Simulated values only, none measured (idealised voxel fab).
A process module follows: voxel transistor to metal.
Displayed cross-section: cut, width of 290 nm, square cells sized 5 nm.
We lay out every cross-section as a grid of square cells and spell it out in bands from the top down, where one band means one or more rows of cells.
Each band's line starts with the height of the band's top and of its bottom, in nm. Then come its materials from left to right, each with its width in nm. One material with "all across" fills the band from edge to edge. "empty" is empty space.
Height datum 0, below which the as-received substrate wafer is one material. Lowest band open at the bottom, running downward: "from 0 down".
When a width is written as two numbers, as in "30..40", the first number is the width in the top row of cells of the band and the second is the width in its bottom row, and the width changes by the same amount from each row to the next.
A step reported as "no alteration" is a step in which no cell of the cross-section changed.
"Trapped cavities" lists enclosed empty spaces (at least 8 cells, no open path upward to the top), each as width x height at distance from the left edge, in nm.
Past the settings on a step's line: simulator remark, on that step.
overlay nm, on a step with a mask: how far to the right of its planned place the mask lay; to the left if negative
[Below is the list of planned process steps]
step 1: RECEIVE | material Si
step 2: CONFORMAL_DEP | material SiO2 | thk nm 5
step 3: CONFORMAL_DEP | material SiN | thk nm 15
step 4: PATTERN | tone cover | mask id ACTIVE | material resist | width nm 105 | pitch nm 125 | thk nm 15 | overlay nm 0
step 5: DIRECTIONAL_ETCH | etch materials SiN | depth nm 15
step 6: DIRECTIONAL_ETCH | etch materials SiO2 | depth nm 5
step 7: DIRECTIONAL_ETCH | etch materials Si | depth nm 25
step 8: STRIP | etch materials resist
step 9: FILL_DEP | material SiO2 | thk nm 15
step 10: CMP | height nm 20
step 11: SELECTIVE_ETCH | etch materials SiO2 | depth nm 5
step 12: STRIP | etch materials SiN
step 13: SELECTIVE_ETCH | etch materials SiO2 | depth nm 5
step 14: OXIDIZE | depth nm 5
step 15: DIRECTIONAL_DEP | material polySi | thk nm 30
step 16: DIRECTIONAL_DEP | material SiCN | thk nm 15
step 17: PATTERN | tone cover | mask id GATE | material resist | width nm 35 | pitch nm 125 | thk nm 15 | overlay nm 0
step 18: DIRECTIONAL_ETCH | etch materials SiCN | depth nm 25
step 19: DIRECTIONAL_ETCH | etch materials polySi | depth nm 40
step 20: STRIP | etch materials resist
step 21: CONFORMAL_DEP | material SiN | thk nm 5
step 22: DIRECTIONAL_ETCH | etch materials SiN | depth nm 5
step 23: DIRECTIONAL_ETCH | etch materials SiO2 | depth nm 5
step 24: EPI | material pSi | thk nm 5
step 25: FILL_DEP | material SiO2 | thk nm 10
step 26: CMP | height nm 30
step 27: STRIP | etch materials polySi
step 28: SELECTIVE_ETCH | etch materials SiO2 | depth nm 5
step 29: CONFORMAL_DEP | material HfO2 | thk nm 5
step 30: CONFORMAL_DEP | material TiN | thk nm 5
step 31: FILL_DEP | material W | thk nm 5
step 32: CMP | height nm 25
step 33: DIRECTIONAL_DEP | material SiO2 | thk nm 15
step 34: MASKED_ETCH | tone open | mask id CONTACT | width nm 15 | etch materials SiO2 | depth nm 40 | overlay nm 0
step 35: CONFORMAL_DEP | material TiN | thk nm 5
step 36: FILL_DEP | material Ru | thk nm 5
step 37: CMP | height nm 40
step 38: CONFORMAL_DEP | material SiCN | thk nm 5
step 39: DIRECTIONAL_DEP | material SiO2 | thk nm 25
step 40: PATTERN | tone open | mask id METAL_1 | material resist | width nm 15 | thk nm 20 | overlay nm 0
step 41: DIRECTIONAL_ETCH | etch materials SiO2 | depth nm 25
step 42: DIRECTIONAL_ETCH | etch materials SiCN | depth nm 5
step 43: STRIP | etch materials resist
step 44: CONFORMAL_DEP | material TiN | thk nm 5
step 45: FILL_DEP | material Ru | thk nm 10
step 46: CMP | height nm 70
step 47: CONFORMAL_DEP | material SiCN | thk nm 5
[First of two wafers, with the run carried out as planned]
[Cross-sectional view of the wafer in its as-received condition, corresponding to the state after step 1]
> from 0 down: Si all across
> Trapped cavities: none
[How the wafer stands in section after step 2]
> from 5 to 0: SiO2 all across
> Under the height 0 nothing was changed.
[How the wafer stands in section after step 3]
> from 20 to 5: SiN all across
> Under the height 5 nothing was changed.
[How the wafer stands in section after step 4]
> from 35 to 20: empty=30  resist=105  empty=20  resist=105  empty=30
> Under the height 20 nothing was changed.
[How the wafer stands in section after step 5]
> from 35 to 20: empty=30  resist=105  empty=20  resist=105  empty=30
> from 20 to 5: empty=30  SiN=105  empty=20  SiN=105  empty=30
> Under the height 5 nothing was changed.
[How the wafer stands in section after step 6]
> from 35 to 20: empty=30  resist=105  empty=20  resist=105  empty=30
> from 20 to 5: empty=30  SiN=105  empty=20  SiN=105  empty=30
> from 5 to 0: empty=30  SiO2=105  empty=20  SiO2=105  empty=30
> Under the height 0 nothing was changed.
[How the wafer stands in section after step 7]
> from 35 to 20: empty=30  resist=105  empty=20  resist=105  empty=30
> from 20 to 5: empty=30  SiN=105  empty=20  SiN=105  empty=30
> from 5 to 0: empty=30  SiO2=105  empty=20  SiO2=105  empty=30
> from 0 to -25: empty=30  Si=105  empty=20  Si=105  empty=30
> Under the height -25 nothing was changed.
[How the wafer stands in section after step 8]
> from 20 to 5: empty=30  SiN=105  empty=20  SiN=105  empty=30
> Under the height 5 nothing was changed.
[How the wafer stands in section after step 9]
> from 35 to 20: SiO2 all across
> from 20 to 5: SiO2=30  SiN=105  SiO2=20  SiN=105  SiO2=30
> from 5 to 0: SiO2 all across
> from 0 to -25: SiO2=30  Si=105  SiO2=20  Si=105  SiO2=30
> Under the height -25 nothing was changed.
[How the wafer stands in section after step 10]
> from 20 to 5: SiO2=30  SiN=105  SiO2=20  SiN=105  SiO2=30
> Under the height 5 nothing was changed.
[How the wafer stands in section after step 11]
> from 20 to 15: empty=30  SiN=105  empty=20  SiN=105  empty=30
> Under the height 15 nothing was changed.
[How the wafer stands in section after step 12]
> from 15 to 5: SiO2=30  empty=105  SiO2=20  empty=105  SiO2=30
> Under the height 5 nothing was changed.
[How the wafer stands in section after step 13]
> from 10 to 0: SiO2=25  empty=115  SiO2=10  empty=115  SiO2=25
> Under the height 0 nothing was changed.
[How the wafer stands in section after step 14]
> from 10 to 0: SiO2=25  empty=115  SiO2=10  empty=115  SiO2=25
> from 0 to -5: SiO2 all across
> Under the height -5 nothing was changed.
[How the wafer stands in section after step 15]
> from 40 to 30: polySi=25  empty=115  polySi=10  empty=115  polySi=25
> from 30 to 10: polySi all across
> from 10 to 0: SiO2=25  polySi=115  SiO2=10  polySi=115  SiO2=25
> Under the height 0 nothing was changed.
[How the wafer stands in section after step 16]
> from 55 to 45: SiCN=25  empty=115  SiCN=10  empty=115  SiCN=25
> from 45 to 40: SiCN all across
> from 40 to 30: polySi=25  SiCN=115  polySi=10  SiCN=115  polySi=25
> Under the height 30 nothing was changed.
[How the wafer stands in section after step 17]
> from 70 to 55: empty=65  resist=35  empty=90  resist=35  empty=65
> from 55 to 45: SiCN=25  empty=40  resist=35  empty=40  SiCN=10  empty=40  resist=35  empty=40  SiCN=25
> Under the height 45 nothing was changed.
[How the wafer stands in section after step 18]
> from 70 to 45: empty=65  resist=35  empty=90  resist=35  empty=65
> from 45 to 40: empty=65  SiCN=35  empty=90  SiCN=35  empty=65
> from 40 to 30: polySi=25  empty=40  SiCN=35  empty=40  polySi=10  empty=40  SiCN=35  empty=40  polySi=25
> Under the height 30 nothing was changed.
[How the wafer stands in section after step 19]
> from 70 to 45: empty=65  resist=35  empty=90  resist=35  empty=65
> from 45 to 30: empty=65  SiCN=35  empty=90  SiCN=35  empty=65
> from 30 to 10: empty=65  polySi=35  empty=90  polySi=35  empty=65
> from 10 to 0: SiO2=25  empty=40  polySi=35  empty=40  SiO2=10  empty=40  polySi=35  empty=40  SiO2=25
> Under the height 0 nothing was changed.
[How the wafer stands in section after step 20]
> from 45 to 30: empty=65  SiCN=35  empty=90  SiCN=35  empty=65
> Under the height 30 nothing was changed.
[How the wafer stands in section after step 21]
> from 50 to 45: empty=60  SiN=45  empty=80  SiN=45  empty=60
> from 45 to 30: empty=60  SiN=5  SiCN=35  SiN=5  empty=80  SiN=5  SiCN=35  SiN=5  empty=60
> from 30 to 15: empty=60  SiN=5  polySi=35  SiN=5  empty=80  SiN=5  polySi=35  SiN=5  empty=60
> from 15 to 10: SiN=30  empty=30  SiN=5  polySi=35  SiN=5  empty=30  SiN=20  empty=30  SiN=5  polySi=35  SiN=5  empty=30  SiN=30
> from 10 to 5: SiO2=25  SiN=5  empty=30  SiN=5  polySi=35  SiN=5  empty=30  SiN=5  SiO2=10  SiN=5  empty=30  SiN=5  polySi=35  SiN=5  empty=30  SiN=5  SiO2=25
> from 5 to 0: SiO2=25  SiN=40  polySi=35  SiN=40  SiO2=10  SiN=40  polySi=35  SiN=40  SiO2=25
> Under the height 0 nothing was changed.
[How the wafer stands in section after step 22]
> from 45 to 30: empty=60  SiN=5  SiCN=35  SiN=5  empty=80  SiN=5  SiCN=35  SiN=5  empty=60
> from 30 to 10: empty=60  SiN=5  polySi=35  SiN=5  empty=80  SiN=5  polySi=35  SiN=5  empty=60
> from 10 to 0: SiO2=25  SiN=5  empty=30  SiN=5  polySi=35  SiN=5  empty=30  SiN=5  SiO2=10  SiN=5  empty=30  SiN=5  polySi=35  SiN=5  empty=30  SiN=5  SiO2=25
> Under the height 0 nothing was changed.
[How the wafer stands in section after step 23]
> from 45 to 30: empty=60  SiN=5  SiCN=35  SiN=5  empty=80  SiN=5  SiCN=35  SiN=5  empty=60
> from 30 to 10: empty=60  SiN=5  polySi=35  SiN=5  empty=80  SiN=5  polySi=35  SiN=5  empty=60
> from 10 to 5: empty=25  SiN=5  empty=30  SiN=5  polySi=35  SiN=5  empty=30  SiN=5  empty=10  SiN=5  empty=30  SiN=5  polySi=35  SiN=5  empty=30  SiN=5  empty=25
> from 5 to 0: SiO2=25  SiN=5  empty=30  SiN=5  polySi=35  SiN=5  empty=30  SiN=5  SiO2=10  SiN=5  empty=30  SiN=5  polySi=35  SiN=5  empty=30  SiN=5  SiO2=25
> from 0 to -5: SiO2=30  empty=30  SiO2=45  empty=30  SiO2=20  empty=30  SiO2=45  empty=30  SiO2=30
> Under the height -5 nothing was changed.
[How the wafer stands in section after step 24]
> from 45 to 30: empty=60  SiN=5  SiCN=35  SiN=5  empty=80  SiN=5  SiCN=35  SiN=5  empty=60
> from 30 to 10: empty=60  SiN=5  polySi=35  SiN=5  empty=80  SiN=5  polySi=35  SiN=5  empty=60
> from 10 to 5: empty=25  SiN=5  empty=30  SiN=5  polySi=35  SiN=5  empty=30  SiN=5  empty=10  SiN=5  empty=30  SiN=5  polySi=35  SiN=5  empty=30  SiN=5  empty=25
> from 5 to 0: SiO2=25  SiN=5  empty=30  SiN=5  polySi=35  SiN=5  empty=30  SiN=5  SiO2=10  SiN=5  empty=30  SiN=5  polySi=35  SiN=5  empty=30  SiN=5  SiO2=25
> from 0 to -5: SiO2=30  pSi=30  SiO2=45  pSi=30  SiO2=20  pSi=30  SiO2=45  pSi=30  SiO2=30
> Under the height -5 nothing was changed.
[How the wafer stands in section after step 25]
> from 55 to 45: SiO2 all across
> from 45 to 30: SiO2=60  SiN=5  SiCN=35  SiN=5  SiO2=80  SiN=5  SiCN=35  SiN=5  SiO2=60
> from 30 to 10: SiO2=60  SiN=5  polySi=35  SiN=5  SiO2=80  SiN=5  polySi=35  SiN=5  SiO2=60
> from 10 to 0: SiO2=25  SiN=5  SiO2=30  SiN=5  polySi=35  SiN=5  SiO2=30  SiN=5  SiO2=10  SiN=5  SiO2=30  SiN=5  polySi=35  SiN=5  SiO2=30  SiN=5  SiO2=25
> Under the height 0 nothing was changed.
[How the wafer stands in section after step 26]
> from 30 to 10: SiO2=60  SiN=5  polySi=35  SiN=5  SiO2=80  SiN=5  polySi=35  SiN=5  SiO2=60
> Under the height 10 nothing was changed.
[How the wafer stands in section after step 27]
> from 30 to 10: SiO2=60  SiN=5  empty=35  SiN=5  SiO2=80  SiN=5  empty=35  SiN=5  SiO2=60
> from 10 to 0: SiO2=25  SiN=5  SiO2=30  SiN=5  empty=35  SiN=5  SiO2=30  SiN=5  SiO2=10  SiN=5  SiO2=30  SiN=5  empty=35  SiN=5  SiO2=30  SiN=5  SiO2=25
> Under the height 0 nothing was changed.
[How the wafer stands in section after step 28]
> from 30 to 25: empty=60  SiN=5  empty=35  SiN=5  empty=80  SiN=5  empty=35  SiN=5  empty=60
> from 25 to 10: SiO2=60  SiN=5  empty=35  SiN=5  SiO2=80  SiN=5  empty=35  SiN=5  SiO2=60
> from 10 to 0: SiO2=25  SiN=5  SiO2=30  SiN=5  empty=35  SiN=5  SiO2=30  SiN=5  SiO2=10  SiN=5  SiO2=30  SiN=5  empty=35  SiN=5  SiO2=30  SiN=5  SiO2=25
> from 0 to -5: SiO2=30  pSi=30  empty=45  pSi=30  SiO2=20  pSi=30  empty=45  pSi=30  SiO2=30
> Under the height -5 nothing was changed.
[How the wafer stands in section after step 29]
> from 35 to 30: empty=55  HfO2=15  empty=25  HfO2=15  empty=70  HfO2=15  empty=25  HfO2=15  empty=55
> from 30 to 25: HfO2=60  SiN=5  HfO2=5  empty=25  HfO2=5  SiN=5  HfO2=80  SiN=5  HfO2=5  empty=25  HfO2=5  SiN=5  HfO2=60
> from 25 to 10: SiO2=60  SiN=5  HfO2=5  empty=25  HfO2=5  SiN=5  SiO2=80  SiN=5  HfO2=5  empty=25  HfO2=5  SiN=5  SiO2=60
> from 10 to 0: SiO2=25  SiN=5  SiO2=30  SiN=5  HfO2=5  empty=25  HfO2=5  SiN=5  SiO2=30  SiN=5  SiO2=10  SiN=5  SiO2=30  SiN=5  HfO2=5  empty=25  HfO2=5  SiN=5  SiO2=30  SiN=5  SiO2=25
> from 0 to -5: SiO2=30  pSi=30  HfO2=45  pSi=30  SiO2=20  pSi=30  HfO2=45  pSi=30  SiO2=30
> Under the height -5 nothing was changed.
[How the wafer stands in section after step 30]
> from 40 to 35: empty=50  TiN=25  empty=15  TiN=25  empty=60  TiN=25  empty=15  TiN=25  empty=50
> from 35 to 30: TiN=55  HfO2=15  TiN=5  empty=15  TiN=5  HfO2=15  TiN=70  HfO2=15  TiN=5  empty=15  TiN=5  HfO2=15  TiN=55
> from 30 to 25: HfO2=60  SiN=5  HfO2=5  TiN=5  empty=15  TiN=5  HfO2=5  SiN=5  HfO2=80  SiN=5  HfO2=5  TiN=5  empty=15  TiN=5  HfO2=5  SiN=5  HfO2=60
> from 25 to 10: SiO2=60  SiN=5  HfO2=5  TiN=5  empty=15  TiN=5  HfO2=5  SiN=5  SiO2=80  SiN=5  HfO2=5  TiN=5  empty=15  TiN=5  HfO2=5  SiN=5  SiO2=60
> from 10 to 5: SiO2=25  SiN=5  SiO2=30  SiN=5  HfO2=5  TiN=5  empty=15  TiN=5  HfO2=5  SiN=5  SiO2=30  SiN=5  SiO2=10  SiN=5  SiO2=30  SiN=5  HfO2=5  TiN=5  empty=15  TiN=5  HfO2=5  SiN=5  SiO2=30  SiN=5  SiO2=25
> from 5 to 0: SiO2=25  SiN=5  SiO2=30  SiN=5  HfO2=5  TiN=25  HfO2=5  SiN=5  SiO2=30  SiN=5  SiO2=10  SiN=5  SiO2=30  SiN=5  HfO2=5  TiN=25  HfO2=5  SiN=5  SiO2=30  SiN=5  SiO2=25
> Under the height 0 nothing was changed.
[How the wafer stands in section after step 31]
> from 45 to 40: W all across
> from 40 to 35: W=50  TiN=25  W=15  TiN=25  W=60  TiN=25  W=15  TiN=25  W=50
> from 35 to 30: TiN=55  HfO2=15  TiN=5  W=15  TiN=5  HfO2=15  TiN=70  HfO2=15  TiN=5  W=15  TiN=5  HfO2=15  TiN=55
> from 30 to 25: HfO2=60  SiN=5  HfO2=5  TiN=5  W=15  TiN=5  HfO2=5  SiN=5  HfO2=80  SiN=5  HfO2=5  TiN=5  W=15  TiN=5  HfO2=5  SiN=5  HfO2=60
> from 25 to 10: SiO2=60  SiN=5  HfO2=5  TiN=5  W=15  TiN=5  HfO2=5  SiN=5  SiO2=80  SiN=5  HfO2=5  TiN=5  W=15  TiN=5  HfO2=5  SiN=5  SiO2=60
> from 10 to 5: SiO2=25  SiN=5  SiO2=30  SiN=5  HfO2=5  TiN=5  W=15  TiN=5  HfO2=5  SiN=5  SiO2=30  SiN=5  SiO2=10  SiN=5  SiO2=30  SiN=5  HfO2=5  TiN=5  W=15  TiN=5  HfO2=5  SiN=5  SiO2=30  SiN=5  SiO2=25
> Under the height 5 nothing was changed.
[How the wafer stands in section after step 32]
> from 25 to 10: SiO2=60  SiN=5  HfO2=5  TiN=5  W=15  TiN=5  HfO2=5  SiN=5  SiO2=80  SiN=5  HfO2=5  TiN=5  W=15  TiN=5  HfO2=5  SiN=5  SiO2=60
> Under the height 10 nothing was changed.
[How the wafer stands in section after step 33]
> from 40 to 25: SiO2 all across
> Under the height 25 nothing was changed.
[How the wafer stands in section after step 34]
> from 40 to 25: SiO2=35  empty=15  SiO2=65  empty=15  SiO2=30  empty=15  SiO2=65  empty=15  SiO2=35
> from 25 to 10: SiO2=35  empty=15  SiO2=10  SiN=5  HfO2=5  TiN=5  W=15  TiN=5  HfO2=5  SiN=5  SiO2=10  empty=15  SiO2=30  empty=15  SiO2=10  SiN=5  HfO2=5  TiN=5  W=15  TiN=5  HfO2=5  SiN=5  SiO2=10  empty=15  SiO2=35
> from 10 to 5: SiO2=25  SiN=5  SiO2=5  empty=15  SiO2=10  SiN=5  HfO2=5  TiN=5  W=15  TiN=5  HfO2=5  SiN=5  SiO2=10  empty=15  SiO2=5  SiN=5  SiO2=10  SiN=5  SiO2=5  empty=15  SiO2=10  SiN=5  HfO2=5  TiN=5  W=15  TiN=5  HfO2=5  SiN=5  SiO2=10  empty=15  SiO2=5  SiN=5  SiO2=25
> from 5 to 0: SiO2=25  SiN=5  SiO2=5  empty=15  SiO2=10  SiN=5  HfO2=5  TiN=25  HfO2=5  SiN=5  SiO2=10  empty=15  SiO2=5  SiN=5  SiO2=10  SiN=5  SiO2=5  empty=15  SiO2=10  SiN=5  HfO2=5  TiN=25  HfO2=5  SiN=5  SiO2=10  empty=15  SiO2=5  SiN=5  SiO2=25
> Under the height 0 nothing was changed.
[How the wafer stands in section after step 35]
> from 45 to 40: TiN=40  empty=5  TiN=75  empty=5  TiN=40  empty=5  TiN=75  empty=5  TiN=40
> from 40 to 25: SiO2=35  TiN=5  empty=5  TiN=5  SiO2=65  TiN=5  empty=5  TiN=5  SiO2=30  TiN=5  empty=5  TiN=5  SiO2=65  TiN=5  empty=5  TiN=5  SiO2=35
> from 25 to 10: SiO2=35  TiN=5  empty=5  TiN=5  SiO2=10  SiN=5  HfO2=5  TiN=5  W=15  TiN=5  HfO2=5  SiN=5  SiO2=10  TiN=5  empty=5  TiN=5  SiO2=30  TiN=5  empty=5  TiN=5  SiO2=10  SiN=5  HfO2=5  TiN=5  W=15  TiN=5  HfO2=5  SiN=5  SiO2=10  TiN=5  empty=5  TiN=5  SiO2=35
> from 10 to 5: SiO2=25  SiN=5  SiO2=5  TiN=5  empty=5  TiN=5  SiO2=10  SiN=5  HfO2=5  TiN=5  W=15  TiN=5  HfO2=5  SiN=5  SiO2=10  TiN=5  empty=5  TiN=5  SiO2=5  SiN=5  SiO2=10  SiN=5  SiO2=5  TiN=5  empty=5  TiN=5  SiO2=10  SiN=5  HfO2=5  TiN=5  W=15  TiN=5  HfO2=5  SiN=5  SiO2=10  TiN=5  empty=5  TiN=5  SiO2=5  SiN=5  SiO2=25
> from 5 to 0: SiO2=25  SiN=5  SiO2=5  TiN=15  SiO2=10  SiN=5  HfO2=5  TiN=25  HfO2=5  SiN=5  SiO2=10  TiN=15  SiO2=5  SiN=5  SiO2=10  SiN=5  SiO2=5  TiN=15  SiO2=10  SiN=5  HfO2=5  TiN=25  HfO2=5  SiN=5  SiO2=10  TiN=15  SiO2=5  SiN=5  SiO2=25
> Under the height 0 nothing was changed.
[How the wafer stands in section after step 36]
> from 50 to 45: Ru all across
> from 45 to 40: TiN=40  Ru=5  TiN=75  Ru=5  TiN=40  Ru=5  TiN=75  Ru=5  TiN=40
> from 40 to 25: SiO2=35  TiN=5  Ru=5  TiN=5  SiO2=65  TiN=5  Ru=5  TiN=5  SiO2=30  TiN=5  Ru=5  TiN=5  SiO2=65  TiN=5  Ru=5  TiN=5  SiO2=35
> from 25 to 10: SiO2=35  TiN=5  Ru=5  TiN=5  SiO2=10  SiN=5  HfO2=5  TiN=5  W=15  TiN=5  HfO2=5  SiN=5  SiO2=10  TiN=5  Ru=5  TiN=5  SiO2=30  TiN=5  Ru=5  TiN=5  SiO2=10  SiN=5  HfO2=5  TiN=5  W=15  TiN=5  HfO2=5  SiN=5  SiO2=10  TiN=5  Ru=5  TiN=5  SiO2=35
> from 10 to 5: SiO2=25  SiN=5  SiO2=5  TiN=5  Ru=5  TiN=5  SiO2=10  SiN=5  HfO2=5  TiN=5  W=15  TiN=5  HfO2=5  SiN=5  SiO2=10  TiN=5  Ru=5  TiN=5  SiO2=5  SiN=5  SiO2=10  SiN=5  SiO2=5  TiN=5  Ru=5  TiN=5  SiO2=10  SiN=5  HfO2=5  TiN=5  W=15  TiN=5  HfO2=5  SiN=5  SiO2=10  TiN=5  Ru=5  TiN=5  SiO2=5  SiN=5  SiO2=25
> Under the height 5 nothing was changed.
[How the wafer stands in section after step 37]
> from 40 to 25: SiO2=35  TiN=5  Ru=5  TiN=5  SiO2=65  TiN=5  Ru=5  TiN=5  SiO2=30  TiN=5  Ru=5  TiN=5  SiO2=65  TiN=5  Ru=5  TiN=5  SiO2=35
> Under the height 25 nothing was changed.
[How the wafer stands in section after step 38]
> from 45 to 40: SiCN all across
> Under the height 40 nothing was changed.
[How the wafer stands in section after step 39]
> from 70 to 45: SiO2 all across
> Under the height 45 nothing was changed.
[How the wafer stands in section after step 40]
> from 90 to 70: resist=35  empty=15  resist=65  empty=15  resist=30  empty=15  resist=65  empty=15  resist=35
> Under the height 70 nothing was changed.
[How the wafer stands in section after step 41]
> from 90 to 70: resist=35  empty=15  resist=65  empty=15  resist=30  empty=15  resist=65  empty=15  resist=35
> from 70 to 45: SiO2=35  empty=15  SiO2=65  empty=15  SiO2=30  empty=15  SiO2=65  empty=15  SiO2=35
> Under the height 45 nothing was changed.
[How the wafer stands in section after step 42]
> from 90 to 70: resist=35  empty=15  resist=65  empty=15  resist=30  empty=15  resist=65  empty=15  resist=35
> from 70 to 45: SiO2=35  empty=15  SiO2=65  empty=15  SiO2=30  empty=15  SiO2=65  empty=15  SiO2=35
> from 45 to 40: SiCN=35  empty=15  SiCN=65  empty=15  SiCN=30  empty=15  SiCN=65  empty=15  SiCN=35
> Under the height 40 nothing was changed.
[How the wafer stands in section after step 43]
> from 70 to 45: SiO2=35  empty=15  SiO2=65  empty=15  SiO2=30  empty=15  SiO2=65  empty=15  SiO2=35
> Under the height 45 nothing was changed.
[How the wafer stands in section after step 44]
> from 75 to 70: TiN=40  empty=5  TiN=75  empty=5  TiN=40  empty=5  TiN=75  empty=5  TiN=40
> from 70 to 45: SiO2=35  TiN=5  empty=5  TiN=5  SiO2=65  TiN=5  empty=5  TiN=5  SiO2=30  TiN=5  empty=5  TiN=5  SiO2=65  TiN=5  empty=5  TiN=5  SiO2=35
> from 45 to 40: SiCN=35  TiN=15  SiCN=65  TiN=15  SiCN=30  TiN=15  SiCN=65  TiN=15  SiCN=35
> Under the height 40 nothing was changed.
[How the wafer stands in section after step 45]
> from 85 to 75: Ru all across
> from 75 to 70: TiN=40  Ru=5  TiN=75  Ru=5  TiN=40  Ru=5  TiN=75  Ru=5  TiN=40
> from 70 to 45: SiO2=35  TiN=5  Ru=5  TiN=5  SiO2=65  TiN=5  Ru=5  TiN=5  SiO2=30  TiN=5  Ru=5  TiN=5  SiO2=65  TiN=5  Ru=5  TiN=5  SiO2=35
> Under the height 45 nothing was changed.
[How the wafer stands in section after step 46]
> from 70 to 45: SiO2=35  TiN=5  Ru=5  TiN=5  SiO2=65  TiN=5  Ru=5  TiN=5  SiO2=30  TiN=5  Ru=5  TiN=5  SiO2=65  TiN=5  Ru=5  TiN=5  SiO2=35
> Under the height 45 nothing was changed.
[How the wafer stands in section after step 47]
> from 75 to 70: SiCN all across
> Under the height 70 nothing was changed.
[second wafer: like start, like plan, one mistake. Through step 45 it matches the first wafer]
[Cross-sectional representation of the second wafer at the time designated in the plan for the completion of step 46]
> from 80 to 75: Ru all across
> Under the height 75 nothing was changed.
[Cross-sectional representation of the second wafer at the time designated in the plan for the completion of step 47]
> from 85 to 80: SiCN all across
> Under the height 80 nothing was changed.
It is concluded that the wafer was processed incorrectly with respect to the plan, in that step 46 ran as: CMP | height nm 80
Wrapping up, a cell-based count of both wafers puts the second over or under the first for these materials: Ru +62; TiN +54
